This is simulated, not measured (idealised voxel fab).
process module | voxel quadruple lines
cross-section cut | 300 nm wide | cells 5 nm
A cross-section is a grid of square cells, given in bands from the top down. A band is one or more rows of cells.
Each band's line starts with the height of the band's top and of its bottom, in nm. Then come its materials from left to right, each with its width in nm. One material with "throughout" fills the band from edge to edge. "air" is empty space.
Height 0 is the level under which the wafer as received is all one material. The lowest band goes on downwards, as in "0 down".
A width such as "30 to 40" changes by the same amount from each row of cells to the next, from the band's top row to its bottom row.
"no change" after a step means that no cell of the cross-section changed.
closed voids: empty space of 8 cells or more with no open way to the top, each as width x height at its distance from the left edge, in nm
after a step's settings: what the simulator itself notes on the step
overlay nm, on a step with a mask: how far to the right of its planned place the mask lay; to the left if negative
plan
1 op RECEIVE | material Si
2 op CONFORMAL_DEP | material Al2O3 | thk nm 10
3 op DIRECTIONAL_DEP | material W | thk nm 10
4 op DIRECTIONAL_DEP | material polySi | thk nm 20
5 op DIRECTIONAL_DEP | material aC | thk nm 25
6 op PATTERN | tone cover | mask id MANDREL | material resist | width nm 25 | pitch nm 80 | thk nm 35 | overlay nm 0
7 op DIRECTIONAL_ETCH | etch materials aC | depth nm 25
8 op STRIP | etch materials resist
9 op CONFORMAL_DEP | material SiO2 | thk nm 15
10 op DIRECTIONAL_ETCH | etch materials SiO2 | depth nm 15
11 op STRIP | etch materials aC
12 op DIRECTIONAL_ETCH | etch materials polySi | depth nm 20
13 op STRIP | etch materials SiO2
14 op CONFORMAL_DEP | material SiN | thk nm 5
15 op DIRECTIONAL_ETCH | etch materials SiN | depth nm 5
16 op STRIP | etch materials polySi
17 op DIRECTIONAL_ETCH | etch materials W | depth nm 10
18 op STRIP | etch materials SiN
19 op FILL_DEP | material lowk | thk nm 10
20 op CMP | height nm 20
first wafer, as planned
as received, after step 1
  0 down: Si throughout
  closed voids: none
after step 2
  10 to 0: Al2O3 throughout
  below 0: unchanged
after step 3
  20 to 10: W throughout
  below 10: unchanged
after step 4
  40 to 20: polySi throughout
  below 20: unchanged
after step 5
  65 to 40: aC throughout
  below 40: unchanged
after step 6
  100 to 65: air 95 | resist 25 | air 55 | resist 25 | air 100
  below 65: unchanged
after step 7
  75 to 65: air 95 | resist 25 | air 55 | resist 25 | air 100
  65 to 40: air 95 | aC 25 | air 55 | aC 25 | air 100
  below 40: unchanged
after step 8
  65 to 40: air 95 | aC 25 | air 55 | aC 25 | air 100
  below 40: unchanged
after step 9
  80 to 65: air 80 | SiO2 55 | air 25 | SiO2 55 | air 85
  65 to 55: air 80 | SiO2 15 | aC 25 | SiO2 15 | air 25 | SiO2 15 | aC 25 | SiO2 15 | air 85
  55 to 40: SiO2 95 | aC 25 | SiO2 55 | aC 25 | SiO2 100
  below 40: unchanged
after step 10
  65 to 40: air 80 | SiO2 15 | aC 25 | SiO2 15 | air 25 | SiO2 15 | aC 25 | SiO2 15 | air 85
  below 40: unchanged
after step 11
  65 to 40: air 80 | SiO2 15 | air 25 | SiO2 15 | air 25 | SiO2 15 | air 25 | SiO2 15 | air 85
  below 40: unchanged
after step 12
  65 to 40: air 80 | SiO2 15 | air 25 | SiO2 15 | air 25 | SiO2 15 | air 25 | SiO2 15 | air 85
  40 to 20: air 80 | polySi 15 | air 25 | polySi 15 | air 25 | polySi 15 | air 25 | polySi 15 | air 85
  below 20: unchanged
after step 13
  40 to 20: air 80 | polySi 15 | air 25 | polySi 15 | air 25 | polySi 15 | air 25 | polySi 15 | air 85
  below 20: unchanged
after step 14
  45 to 40: air 75 | SiN 25 | air 15 | SiN 25 | air 15 | SiN 25 | air 15 | SiN 25 | air 80
  40 to 25: air 75 | SiN 5 | polySi 15 | SiN 5 | air 15 | SiN 5 | polySi 15 | SiN 5 | air 15 | SiN 5 | polySi 15 | SiN 5 | air 15 | SiN 5 | polySi 15 | SiN 5 | air 80
  25 to 20: SiN 80 | polySi 15 | SiN 25 | polySi 15 | SiN 25 | polySi 15 | SiN 25 | polySi 15 | SiN 85
  below 20: unchanged
after step 15
  40 to 20: air 75 | SiN 5 | polySi 15 | SiN 5 | air 15 | SiN 5 | polySi 15 | SiN 5 | air 15 | SiN 5 | polySi 15 | SiN 5 | air 15 | SiN 5 | polySi 15 | SiN 5 | air 80
  below 20: unchanged
after step 16
  40 to 20: air 75 | SiN 5 | air 15 | SiN 5 | air 15 | SiN 5 | air 15 | SiN 5 | air 15 | SiN 5 | air 15 | SiN 5 | air 15 | SiN 5 | air 15 | SiN 5 | air 80
  below 20: unchanged
after step 17
  40 to 20: air 75 | SiN 5 | air 15 | SiN 5 | air 15 | SiN 5 | air 15 | SiN 5 | air 15 | SiN 5 | air 15 | SiN 5 | air 15 | SiN 5 | air 15 | SiN 5 | air 80
  20 to 10: air 75 | W 5 | air 15 | W 5 | air 15 | W 5 | air 15 | W 5 | air 15 | W 5 | air 15 | W 5 | air 15 | W 5 | air 15 | W 5 | air 80
  below 10: unchanged
after step 18
  20 to 10: air 75 | W 5 | air 15 | W 5 | air 15 | W 5 | air 15 | W 5 | air 15 | W 5 | air 15 | W 5 | air 15 | W 5 | air 15 | W 5 | air 80
  below 10: unchanged
after step 19
  30 to 20: lowk throughout
  20 to 10: lowk 75 | W 5 | lowk 15 | W 5 | lowk 15 | W 5 | lowk 15 | W 5 | lowk 15 | W 5 | lowk 15 | W 5 | lowk 15 | W 5 | lowk 15 | W 5 | lowk 80
  below 10: unchanged
after step 20
  20 to 10: lowk 75 | W 5 | lowk 15 | W 5 | lowk 15 | W 5 | lowk 15 | W 5 | lowk 15 | W 5 | lowk 15 | W 5 | lowk 15 | W 5 | lowk 15 | W 5 | lowk 80
  below 10: unchanged
second wafer: like start, like plan, one mistake. Through step 5 it matches the first wafer
when step 6 should have ended
  100 to 65: air 90 | resist 35 | air 45 | resist 35 | air 95
  below 65: unchanged
when step 7 should have ended
  75 to 65: air 90 | resist 35 | air 45 | resist 35 | air 95
  65 to 40: air 90 | aC 35 | air 45 | aC 35 | air 95
  below 40: unchanged
when step 8 should have ended
  65 to 40: air 90 | aC 35 | air 45 | aC 35 | air 95
  below 40: unchanged
when step 9 should have ended
  80 to 65: air 75 | SiO2 65 | air 15 | SiO2 65 | air 80
  65 to 55: air 75 | SiO2 15 | aC 35 | SiO2 15 | air 15 | SiO2 15 | aC 35 | SiO2 15 | air 80
  55 to 40: SiO2 90 | aC 35 | SiO2 45 | aC 35 | SiO2 95
  below 40: unchanged
when step 10 should have ended
  65 to 40: air 75 | SiO2 15 | aC 35 | SiO2 15 | air 15 | SiO2 15 | aC 35 | SiO2 15 | air 80
  below 40: unchanged
when step 11 should have ended
  65 to 40: air 75 | SiO2 15 | air 35 | SiO2 15 | air 15 | SiO2 15 | air 35 | SiO2 15 | air 80
  below 40: unchanged
when step 12 should have ended
  65 to 40: air 75 | SiO2 15 | air 35 | SiO2 15 | air 15 | SiO2 15 | air 35 | SiO2 15 | air 80
  40 to 20: air 75 | polySi 15 | air 35 | polySi 15 | air 15 | polySi 15 | air 35 | polySi 15 | air 80
  below 20: unchanged
when step 13 should have ended
  40 to 20: air 75 | polySi 15 | air 35 | polySi 15 | air 15 | polySi 15 | air 35 | polySi 15 | air 80
  below 20: unchanged
when step 14 should have ended
  45 to 40: air 70 | SiN 25 | air 25 | SiN 25 | air 5 | SiN 25 | air 25 | SiN 25 | air 75
  40 to 25: air 70 | SiN 5 | polySi 15 | SiN 5 | air 25 | SiN 5 | polySi 15 | SiN 5 | air 5 | SiN 5 | polySi 15 | SiN 5 | air 25 | SiN 5 | polySi 15 | SiN 5 | air 75
  25 to 20: SiN 75 | polySi 15 | SiN 35 | polySi 15 | SiN 15 | polySi 15 | SiN 35 | polySi 15 | SiN 80
  below 20: unchanged
when step 15 should have ended
  40 to 20: air 70 | SiN 5 | polySi 15 | SiN 5 | air 25 | SiN 5 | polySi 15 | SiN 5 | air 5 | SiN 5 | polySi 15 | SiN 5 | air 25 | SiN 5 | polySi 15 | SiN 5 | air 75
  below 20: unchanged
when step 16 should have ended
  40 to 20: air 70 | SiN 5 | air 15 | SiN 5 | air 25 | SiN 5 | air 15 | SiN 5 | air 5 | SiN 5 | air 15 | SiN 5 | air 25 | SiN 5 | air 15 | SiN 5 | air 75
  below 20: unchanged
when step 17 should have ended
  40 to 20: air 70 | SiN 5 | air 15 | SiN 5 | air 25 | SiN 5 | air 15 | SiN 5 | air 5 | SiN 5 | air 15 | SiN 5 | air 25 | SiN 5 | air 15 | SiN 5 | air 75
  20 to 10: air 70 | W 5 | air 15 | W 5 | air 25 | W 5 | air 15 | W 5 | air 5 | W 5 | air 15 | W 5 | air 25 | W 5 | air 15 | W 5 | air 75
  below 10: unchanged
when step 18 should have ended
  20 to 10: air 70 | W 5 | air 15 | W 5 | air 25 | W 5 | air 15 | W 5 | air 5 | W 5 | air 15 | W 5 | air 25 | W 5 | air 15 | W 5 | air 75
  below 10: unchanged
when step 19 should have ended
  30 to 20: lowk throughout
  20 to 10: lowk 70 | W 5 | lowk 15 | W 5 | lowk 25 | W 5 | lowk 15 | W 5 | lowk 5 | W 5 | lowk 15 | W 5 | lowk 25 | W 5 | lowk 15 | W 5 | lowk 75
  below 10: unchanged
when step 20 should have ended
  20 to 10: lowk 70 | W 5 | lowk 15 | W 5 | lowk 25 | W 5 | lowk 15 | W 5 | lowk 5 | W 5 | lowk 15 | W 5 | lowk 25 | W 5 | lowk 15 | W 5 | lowk 75
  below 10: unchanged
what went wrong: step 6 ran as: op PATTERN | tone cover | mask id MANDREL | material resist | width nm 35 | pitch nm 80 | thk nm 35 | overlay nm 0
at the end the second wafer has, in cells: as many of each material as the first, in other places
